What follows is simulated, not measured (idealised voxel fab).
Proc. module: voxel capacitor over wiring
Xsec cut, 200 nm wide, square cell size 5 nm.
Cross-sections here: square-cell grids, written as top-down lists of bands, a band being one or more rows of cells. The band entry comprises the height of the band's top followed by the height of its bottom, expressed in nm, and subsequently the band's materials from left to right, each stated together with its width in nm. Where a single material is marked with the word "edge to edge", that material fills the band from edge to edge. The word "empty" represents empty space. Measure heights from 0. That's the level where, below it, the as-received wafer is all one material. The lowest band is bottomless and extends downward; write it as in "0 and below". Graded width ("30..40"): value in top row of band = first number; value in bottom row = second number; row-to-row change constant. The designation "nothing got changed", where it is given for a processing step, indicates that no cell of the cross-section was altered in the course of that step. "Enclosed void catalog": empty spaces of 8 cells or more with no open way to the top, each given as width x height at distance, distance from the left edge, all in nm. Post-settings text on a step line: simulator's own remark regarding the step. overlay nm: how far to the right of its planned place the mask lay on this masked step (negative: to the left).

**These are the steps we planned for the process**
| 1 | RECEIVE, material Si |
| 2 | CONFORMAL_DEP, material SiO2, thk nm 15 |
| 3 | DIRECTIONAL_DEP, material TiN, thk nm 5 |
| 4 | DIRECTIONAL_DEP, material W, thk nm 20 |
| 5 | PATTERN, tone cover, mask id METAL_1, material resist, width nm 20, pitch nm 80, thk nm 15, overlay nm 0 |
| 6 | DIRECTIONAL_ETCH, etch materials W, depth nm 20 |
| 7 | DIRECTIONAL_ETCH, etch materials TiN, depth nm 5 |
| 8 | STRIP, etch materials resist |
| 9 | CONFORMAL_DEP, material SiN, thk nm 5 |
| 10 | FILL_DEP, material lowk, thk nm 10 |
| 11 | CMP, height nm 40 |
| 12 | CONFORMAL_DEP, material SiCN, thk nm 5 |
| 13 | DIRECTIONAL_DEP, material SiO2, thk nm 20 |
| 14 | MASKED_ETCH, tone open, mask id PLUG_1, width nm 15, etch materials SiO2, depth nm 20, overlay nm 0 |
| 15 | MASKED_ETCH, tone open, mask id PLUG_1, width nm 15, etch materials SiCN, depth nm 5, overlay nm 0 |
| 16 | CONFORMAL_DEP, material TiN, thk nm 5 |
| 17 | FILL_DEP, material W, thk nm 10 |
| 18 | CMP, height nm 65 |
| 19 | DIRECTIONAL_DEP, material TiN, thk nm 5 |
| 20 | DIRECTIONAL_DEP, material Al2O3, thk nm 5 |
| 21 | DIRECTIONAL_DEP, material TiN, thk nm 10 |
| 22 | MASKED_ETCH, tone cover, mask id UPPER_PLATE, width nm 65, etch materials TiN, depth nm 10, overlay nm 0 |
| 23 | MASKED_ETCH, tone cover, mask id UPPER_PLATE, width nm 65, etch materials Al2O3, depth nm 5, overlay nm 0 |
| 24 | DIRECTIONAL_DEP, material aC, thk nm 15 |
| 25 | PATTERN, tone cover, mask id LOWER_PLATE, material resist, width nm 75, thk nm 35, overlay nm 0 |
| 26 | DIRECTIONAL_ETCH, etch materials aC, depth nm 15 |
| 27 | STRIP, etch materials resist |
| 28 | DIRECTIONAL_ETCH, etch materials TiN, depth nm 5 |
| 29 | STRIP, etch materials aC |
| 30 | FILL_DEP, material SiO2, thk nm 15 |
| 31 | CMP, height nm 95 |
| 32 | MASKED_ETCH, tone open, mask id PLUG_2, width nm 15, etch materials SiO2, depth nm 10, overlay nm 0 |
| 33 | CONFORMAL_DEP, material TiN, thk nm 5 |
| 34 | FILL_DEP, material W, thk nm 5 |
| 35 | CMP, height nm 95 |
| 36 | CONFORMAL_DEP, material SiN, thk nm 5 |

**Of two wafers, the first: run according to plan**

**Cross-section of the wafer as it came to us, i.e., already through step 1**
* 0 and below = Si edge to edge
* Enclosed void catalog: none

**How the wafer stands in section after step 2**
* 15 down to 0 = SiO2 edge to edge
* Under 0: no change, same as before.

**How the wafer stands in section after step 3**
* 20 down to 15 = TiN edge to edge
* Under 15: no change, same as before.

**How the wafer stands in section after step 4**
* 40 down to 20 = W edge to edge
* Under 20: no change, same as before.

**How the wafer stands in section after step 5**
* 55 down to 40 = empty 50 | resist 20 | empty 60 | resist 20 | empty 50
* Under 40: no change, same as before.

**How the wafer stands in section after step 6**
* 55 down to 40 = empty 50 | resist 20 | empty 60 | resist 20 | empty 50
* 40 down to 20 = empty 50 | W 20 | empty 60 | W 20 | empty 50
* Under 20: no change, same as before.

**How the wafer stands in section after step 7**
* 55 down to 40 = empty 50 | resist 20 | empty 60 | resist 20 | empty 50
* 40 down to 20 = empty 50 | W 20 | empty 60 | W 20 | empty 50
* 20 down to 15 = empty 50 | TiN 20 | empty 60 | TiN 20 | empty 50
* Under 15: no change, same as before.

**How the wafer stands in section after step 8**
* 40 down to 20 = empty 50 | W 20 | empty 60 | W 20 | empty 50
* Under 20: no change, same as before.

**How the wafer stands in section after step 9**
* 45 down to 40 = empty 45 | SiN 30 | empty 50 | SiN 30 | empty 45
* 40 down to 20 = empty 45 | SiN 5 | W 20 | SiN 5 | empty 50 | SiN 5 | W 20 | SiN 5 | empty 45
* 20 down to 15 = SiN 50 | TiN 20 | SiN 60 | TiN 20 | SiN 50
* Under 15: no change, same as before.

**How the wafer stands in section after step 10**
* 55 down to 45 = lowk edge to edge
* 45 down to 40 = lowk 45 | SiN 30 | lowk 50 | SiN 30 | lowk 45
* 40 down to 20 = lowk 45 | SiN 5 | W 20 | SiN 5 | lowk 50 | SiN 5 | W 20 | SiN 5 | lowk 45
* Under 20: no change, same as before.

**How the wafer stands in section after step 11**
* 40 down to 20 = lowk 45 | SiN 5 | W 20 | SiN 5 | lowk 50 | SiN 5 | W 20 | SiN 5 | lowk 45
* Under 20: no change, same as before.

**How the wafer stands in section after step 12**
* 45 down to 40 = SiCN edge to edge
* Under 40: no change, same as before.

**How the wafer stands in section after step 13**
* 65 down to 45 = SiO2 edge to edge
* Under 45: no change, same as before.

**How the wafer stands in section after step 14**
* 65 down to 45 = SiO2 55 | empty 15 | SiO2 130
* Under 45: no change, same as before.

**How the wafer stands in section after step 15**
* 65 down to 45 = SiO2 55 | empty 15 | SiO2 130
* 45 down to 40 = SiCN 55 | empty 15 | SiCN 130
* Under 40: no change, same as before.

**How the wafer stands in section after step 16**
* 70 down to 65 = TiN 60 | empty 5 | TiN 135
* 65 down to 45 = SiO2 55 | TiN 5 | empty 5 | TiN 5 | SiO2 130
* 45 down to 40 = SiCN 55 | TiN 15 | SiCN 130
* Under 40: no change, same as before.

**How the wafer stands in section after step 17**
* 80 down to 70 = W edge to edge
* 70 down to 65 = TiN 60 | W 5 | TiN 135
* 65 down to 45 = SiO2 55 | TiN 5 | W 5 | TiN 5 | SiO2 130
* Under 45: no change, same as before.

**How the wafer stands in section after step 18**
* 65 down to 45 = SiO2 55 | TiN 5 | W 5 | TiN 5 | SiO2 130
* Under 45: no change, same as before.

**How the wafer stands in section after step 19**
* 70 down to 65 = TiN edge to edge
* Under 65: no change, same as before.

**How the wafer stands in section after step 20**
* 75 down to 70 = Al2O3 edge to edge
* Under 70: no change, same as before.

**How the wafer stands in section after step 21**
* 85 down to 75 = TiN edge to edge
* Under 75: no change, same as before.

**How the wafer stands in section after step 22**
* 85 down to 75 = empty 55 | TiN 65 | empty 80
* Under 75: no change, same as before.

**How the wafer stands in section after step 23**
* 85 down to 75 = empty 55 | TiN 65 | empty 80
* 75 down to 70 = empty 55 | Al2O3 65 | empty 80
* Under 70: no change, same as before.

**How the wafer stands in section after step 24**
* 100 down to 85 = empty 55 | aC 65 | empty 80
* 85 down to 75 = aC 55 | TiN 65 | aC 80
* 75 down to 70 = aC 55 | Al2O3 65 | aC 80
* Under 70: no change, same as before.

**How the wafer stands in section after step 25**
* 135 down to 100 = empty 50 | resist 75 | empty 75
* 100 down to 85 = empty 50 | resist 5 | aC 65 | resist 5 | empty 75
* Under 85: no change, same as before.

**How the wafer stands in section after step 26**
* 120 down to 100 = empty 50 | resist 75 | empty 75
* 100 down to 85 = empty 50 | resist 5 | aC 65 | resist 5 | empty 75
* 85 down to 75 = empty 50 | aC 5 | TiN 65 | aC 5 | empty 75
* 75 down to 70 = empty 50 | aC 5 | Al2O3 65 | aC 5 | empty 75
* Under 70: no change, same as before.

**How the wafer stands in section after step 27**
* 100 down to 85 = empty 55 | aC 65 | empty 80
* Under 85: no change, same as before.

**How the wafer stands in section after step 28**
* 100 down to 85 = empty 55 | aC 65 | empty 80
* 85 down to 75 = empty 50 | aC 5 | TiN 65 | aC 5 | empty 75
* 75 down to 70 = empty 50 | aC 5 | Al2O3 65 | aC 5 | empty 75
* 70 down to 65 = empty 50 | TiN 75 | empty 75
* Under 65: no change, same as before.

**How the wafer stands in section after step 29**
* 85 down to 75 = empty 55 | TiN 65 | empty 80
* 75 down to 70 = empty 55 | Al2O3 65 | empty 80
* Under 70: no change, same as before.

**How the wafer stands in section after step 30**
* 100 down to 85 = SiO2 edge to edge
* 85 down to 75 = SiO2 55 | TiN 65 | SiO2 80
* 75 down to 70 = SiO2 55 | Al2O3 65 | SiO2 80
* 70 down to 65 = SiO2 50 | TiN 75 | SiO2 75
* Under 65: no change, same as before.

**How the wafer stands in section after step 31**
* 95 down to 85 = SiO2 edge to edge
* Under 85: no change, same as before.

**How the wafer stands in section after step 32**
* 95 down to 85 = SiO2 65 | empty 15 | SiO2 120
* Under 85: no change, same as before.

**How the wafer stands in section after step 33**
* 100 down to 95 = TiN 70 | empty 5 | TiN 125
* 95 down to 90 = SiO2 65 | TiN 5 | empty 5 | TiN 5 | SiO2 120
* 90 down to 85 = SiO2 65 | TiN 15 | SiO2 120
* Under 85: no change, same as before.

**How the wafer stands in section after step 34**
* 105 down to 100 = W edge to edge
* 100 down to 95 = TiN 70 | W 5 | TiN 125
* 95 down to 90 = SiO2 65 | TiN 5 | W 5 | TiN 5 | SiO2 120
* Under 90: no change, same as before.

**How the wafer stands in section after step 35**
* 95 down to 90 = SiO2 65 | TiN 5 | W 5 | TiN 5 | SiO2 120
* Under 90: no change, same as before.

**How the wafer stands in section after step 36**
* 100 down to 95 = SiN edge to edge
* Under 95: no change, same as before.

**Second wafer, same starting conditions and recipe as the first, one mistake in executing it, nothing differs from the first up to and including step 1**

Second wafer, section view, time point: scheduled end of step 2: nothing got changed

**Second wafer, section view, time point: scheduled end of step 3**
* 5 down to 0 = TiN edge to edge
* Under 0: no change, same as before.

**Second wafer, section view, time point: scheduled end of step 4**
* 25 down to 5 = W edge to edge
* Under 5: no change, same as before.

**Second wafer, section view, time point: scheduled end of step 5**
* 40 down to 25 = empty 50 | resist 20 | empty 60 | resist 20 | empty 50
* Under 25: no change, same as before.

**Second wafer, section view, time point: scheduled end of step 6**
* 40 down to 25 = empty 50 | resist 20 | empty 60 | resist 20 | empty 50
* 25 down to 5 = empty 50 | W 20 | empty 60 | W 20 | empty 50
* Under 5: no change, same as before.

**Second wafer, section view, time point: scheduled end of step 7**
* 40 down to 25 = empty 50 | resist 20 | empty 60 | resist 20 | empty 50
* 25 down to 5 = empty 50 | W 20 | empty 60 | W 20 | empty 50
* 5 down to 0 = empty 50 | TiN 20 | empty 60 | TiN 20 | empty 50
* Under 0: no change, same as before.

**Second wafer, section view, time point: scheduled end of step 8**
* 25 down to 5 = empty 50 | W 20 | empty 60 | W 20 | empty 50
* Under 5: no change, same as before.

**Second wafer, section view, time point: scheduled end of step 9**
* 30 down to 25 = empty 45 | SiN 30 | empty 50 | SiN 30 | empty 45
* 25 down to 5 = empty 45 | SiN 5 | W 20 | SiN 5 | empty 50 | SiN 5 | W 20 | SiN 5 | empty 45
* 5 down to 0 = SiN 50 | TiN 20 | SiN 60 | TiN 20 | SiN 50
* Under 0: no change, same as before.

**Second wafer, section view, time point: scheduled end of step 10**
* 40 down to 30 = lowk edge to edge
* 30 down to 25 = lowk 45 | SiN 30 | lowk 50 | SiN 30 | lowk 45
* 25 down to 5 = lowk 45 | SiN 5 | W 20 | SiN 5 | lowk 50 | SiN 5 | W 20 | SiN 5 | lowk 45
* Under 5: no change, same as before.

Second wafer, section view, time point: scheduled end of step 11: nothing got changed

**Second wafer, section view, time point: scheduled end of step 12**
* 45 down to 40 = SiCN edge to edge
* Under 40: no change, same as before.

**Second wafer, section view, time point: scheduled end of step 13**
* 65 down to 45 = SiO2 edge to edge
* Under 45: no change, same as before.

**Second wafer, section view, time point: scheduled end of step 14**
* 65 down to 45 = SiO2 55 | empty 15 | SiO2 130
* Under 45: no change, same as before.

**Second wafer, section view, time point: scheduled end of step 15**
* 65 down to 45 = SiO2 55 | empty 15 | SiO2 130
* 45 down to 40 = SiCN 55 | empty 15 | SiCN 130
* Under 40: no change, same as before.

**Second wafer, section view, time point: scheduled end of step 16**
* 70 down to 65 = TiN 60 | empty 5 | TiN 135
* 65 down to 45 = SiO2 55 | TiN 5 | empty 5 | TiN 5 | SiO2 130
* 45 down to 40 = SiCN 55 | TiN 15 | SiCN 130
* Under 40: no change, same as before.

**Second wafer, section view, time point: scheduled end of step 17**
* 80 down to 70 = W edge to edge
* 70 down to 65 = TiN 60 | W 5 | TiN 135
* 65 down to 45 = SiO2 55 | TiN 5 | W 5 | TiN 5 | SiO2 130
* Under 45: no change, same as before.

**Second wafer, section view, time point: scheduled end of step 18**
* 65 down to 45 = SiO2 55 | TiN 5 | W 5 | TiN 5 | SiO2 130
* Under 45: no change, same as before.

**Second wafer, section view, time point: scheduled end of step 19**
* 70 down to 65 = TiN edge to edge
* Under 65: no change, same as before.

**Second wafer, section view, time point: scheduled end of step 20**
* 75 down to 70 = Al2O3 edge to edge
* Under 70: no change, same as before.

**Second wafer, section view, time point: scheduled end of step 21**
* 85 down to 75 = TiN edge to edge
* Under 75: no change, same as before.

**Second wafer, section view, time point: scheduled end of step 22**
* 85 down to 75 = empty 55 | TiN 65 | empty 80
* Under 75: no change, same as before.

**Second wafer, section view, time point: scheduled end of step 23**
* 85 down to 75 = empty 55 | TiN 65 | empty 80
* 75 down to 70 = empty 55 | Al2O3 65 | empty 80
* Under 70: no change, same as before.

**Second wafer, section view, time point: scheduled end of step 24**
* 100 down to 85 = empty 55 | aC 65 | empty 80
* 85 down to 75 = aC 55 | TiN 65 | aC 80
* 75 down to 70 = aC 55 | Al2O3 65 | aC 80
* Under 70: no change, same as before.

**Second wafer, section view, time point: scheduled end of step 25**
* 135 down to 100 = empty 50 | resist 75 | empty 75
* 100 down to 85 = empty 50 | resist 5 | aC 65 | resist 5 | empty 75
* Under 85: no change, same as before.

**Second wafer, section view, time point: scheduled end of step 26**
* 120 down to 100 = empty 50 | resist 75 | empty 75
* 100 down to 85 = empty 50 | resist 5 | aC 65 | resist 5 | empty 75
* 85 down to 75 = empty 50 | aC 5 | TiN 65 | aC 5 | empty 75
* 75 down to 70 = empty 50 | aC 5 | Al2O3 65 | aC 5 | empty 75
* Under 70: no change, same as before.

**Second wafer, section view, time point: scheduled end of step 27**
* 100 down to 85 = empty 55 | aC 65 | empty 80
* Under 85: no change, same as before.

**Second wafer, section view, time point: scheduled end of step 28**
* 100 down to 85 = empty 55 | aC 65 | empty 80
* 85 down to 75 = empty 50 | aC 5 | TiN 65 | aC 5 | empty 75
* 75 down to 70 = empty 50 | aC 5 | Al2O3 65 | aC 5 | empty 75
* 70 down to 65 = empty 50 | TiN 75 | empty 75
* Under 65: no change, same as before.

**Second wafer, section view, time point: scheduled end of step 29**
* 85 down to 75 = empty 55 | TiN 65 | empty 80
* 75 down to 70 = empty 55 | Al2O3 65 | empty 80
* Under 70: no change, same as before.

**Second wafer, section view, time point: scheduled end of step 30**
* 100 down to 85 = SiO2 edge to edge
* 85 down to 75 = SiO2 55 | TiN 65 | SiO2 80
* 75 down to 70 = SiO2 55 | Al2O3 65 | SiO2 80
* 70 down to 65 = SiO2 50 | TiN 75 | SiO2 75
* Under 65: no change, same as before.

**Second wafer, section view, time point: scheduled end of step 31**
* 95 down to 85 = SiO2 edge to edge
* Under 85: no change, same as before.

**Second wafer, section view, time point: scheduled end of step 32**
* 95 down to 85 = SiO2 65 | empty 15 | SiO2 120
* Under 85: no change, same as before.

**Second wafer, section view, time point: scheduled end of step 33**
* 100 down to 95 = TiN 70 | empty 5 | TiN 125
* 95 down to 90 = SiO2 65 | TiN 5 | empty 5 | TiN 5 | SiO2 120
* 90 down to 85 = SiO2 65 | TiN 15 | SiO2 120
* Under 85: no change, same as before.

**Second wafer, section view, time point: scheduled end of step 34**
* 105 down to 100 = W edge to edge
* 100 down to 95 = TiN 70 | W 5 | TiN 125
* 95 down to 90 = SiO2 65 | TiN 5 | W 5 | TiN 5 | SiO2 120
* Under 90: no change, same as before.

**Second wafer, section view, time point: scheduled end of step 35**
* 95 down to 90 = SiO2 65 | TiN 5 | W 5 | TiN 5 | SiO2 120
* Under 90: no change, same as before.

**Second wafer, section view, time point: scheduled end of step 36**
* 100 down to 95 = SiN edge to edge
* Under 95: no change, same as before.
The mistake made against the process plan was this: heads up, step 2 of the plan was skipped and never actually ran
Cell-count delta at end, second wafer over first, by material: SiN +12, SiO2 -120, lowk +108
